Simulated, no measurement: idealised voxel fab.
process module | voxel wiring stack
cross-section cut | 255 nm wide | cells 5 nm
A cross-section is a grid of square cells, given in bands from the top down. A band is one or more rows of cells.
Each band's line starts with the height of the band's top and of its bottom, in nm. Then come its materials from left to right, each with its width in nm. One material with "throughout" fills the band from edge to edge. "air" is empty space.
Height 0 is the level under which the wafer as received is all one material. The lowest band goes on downwards, as in "0 down".
A width such as "30 to 40" changes by the same amount from each row of cells to the next, from the band's top row to its bottom row.
"no change" after a step means that no cell of the cross-section changed.
closed voids: empty space of 8 cells or more with no open way to the top, each as width x height at its distance from the left edge, in nm
after a step's settings: what the simulator itself notes on the step
overlay nm, on a step with a mask: how far to the right of its planned place the mask lay; to the left if negative
plan
1 op RECEIVE | material Si
2 op CONFORMAL_DEP | material SiO2 | thk nm 15
3 op DIRECTIONAL_DEP | material TiN | thk nm 5
4 op DIRECTIONAL_DEP | material Ru | thk nm 25
5 op MASKED_ETCH | tone cover | mask id METAL_1 | width nm 25 | pitch nm 40 | etch materials Ru | depth nm 25 | overlay nm 0
6 op MASKED_ETCH | tone cover | mask id METAL_1 | width nm 25 | pitch nm 40 | etch materials TiN | depth nm 5 | overlay nm -15
7 op FILL_DEP | material SiO2 | thk nm 10
8 op CMP | height nm 45
9 op CONFORMAL_DEP | material SiCN | thk nm 5
10 op DIRECTIONAL_DEP | material lowk | thk nm 15
11 op PATTERN | tone open | mask id PLUG_1 | material resist | width nm 15 | pitch nm 40 | thk nm 15 | overlay nm 0
12 op DIRECTIONAL_ETCH | etch materials lowk | depth nm 15
13 op DIRECTIONAL_ETCH | etch materials SiCN | depth nm 5
14 op STRIP | etch materials resist
15 op EPI | material Ru | thk nm 10
16 op EPI | material Ru | thk nm 10
17 op DIRECTIONAL_DEP | material TiN | thk nm 5
18 op DIRECTIONAL_DEP | material Ru | thk nm 20
19 op PATTERN | tone cover | mask id METAL_2 | material resist | width nm 25 | pitch nm 40 | thk nm 20 | overlay nm 0
20 op DIRECTIONAL_ETCH | etch materials Ru | depth nm 20
21 op DIRECTIONAL_ETCH | etch materials TiN | depth nm 5
22 op STRIP | etch materials resist
23 op FILL_DEP | material lowk | thk nm 10
24 op CMP | height nm 90
25 op CONFORMAL_DEP | material SiN | thk nm 5
varied across the wafers: overlay nm of step 6. The plan shows the first wafer's value. All wafers start alike
first wafer as received, after step 1
  0 down: Si throughout
  closed voids: none
first wafer at the end, after step 25
  95 to 90: SiN throughout
  90 to 70: lowk 95 | Ru 25 | lowk 15 | Ru 25 | lowk 95
  70 to 65: lowk 95 | TiN 25 | lowk 15 | TiN 25 | lowk 95
  65 to 50: lowk 95 | Ru 15 | lowk 25 | Ru 15 | lowk 105
  50 to 45: SiCN 95 | Ru 15 | SiCN 25 | Ru 15 | SiCN 105
  45 to 20: SiO2 95 | Ru 25 | SiO2 15 | Ru 25 | SiO2 95
  20 to 15: SiO2 80 | TiN 80 | SiO2 95
  15 to 0: SiO2 throughout
  0 down: Si throughout
  closed voids: none
last wafer at the end
  95 to 90: SiN throughout
  90 to 70: lowk 95 | Ru 25 | lowk 15 | Ru 25 | lowk 95
  70 to 65: lowk 95 | TiN 25 | lowk 15 | TiN 25 | lowk 95
  65 to 50: lowk 95 | Ru 15 | lowk 25 | Ru 15 | lowk 105
  50 to 45: SiCN 95 | Ru 15 | SiCN 25 | Ru 15 | SiCN 105
  45 to 20: SiO2 95 | Ru 25 | SiO2 15 | Ru 25 | SiO2 95
  20 to 15: SiO2 95 | TiN 80 | SiO2 80
  15 to 0: SiO2 throughout
  0 down: Si throughout
  closed voids: none
each wafer at the end: cells of each material gained (+) or lost (-) since it was received, then its closed voids
overlay nm -15 | +114 Ru | +45 SiCN | +51 SiN | +393 SiO2 | +26 TiN | +340 lowk | closed voids: none
overlay nm -10 | +114 Ru | +45 SiCN | +51 SiN | +395 SiO2 | +24 TiN | +340 lowk | closed voids: none
overlay nm -5 | +114 Ru | +45 SiCN | +51 SiN | +397 SiO2 | +22 TiN | +340 lowk | closed voids: none
overlay nm 0 | +114 Ru | +45 SiCN | +51 SiN | +399 SiO2 | +20 TiN | +340 lowk | closed voids: none
overlay nm 5 | +114 Ru | +45 SiCN | +51 SiN | +397 SiO2 | +22 TiN | +340 lowk | closed voids: none
overlay nm 10 | +114 Ru | +45 SiCN | +51 SiN | +395 SiO2 | +24 TiN | +340 lowk | closed voids: none
overlay nm 15 | +114 Ru | +45 SiCN | +51 SiN | +393 SiO2 | +26 TiN | +340 lowk | closed voids: none
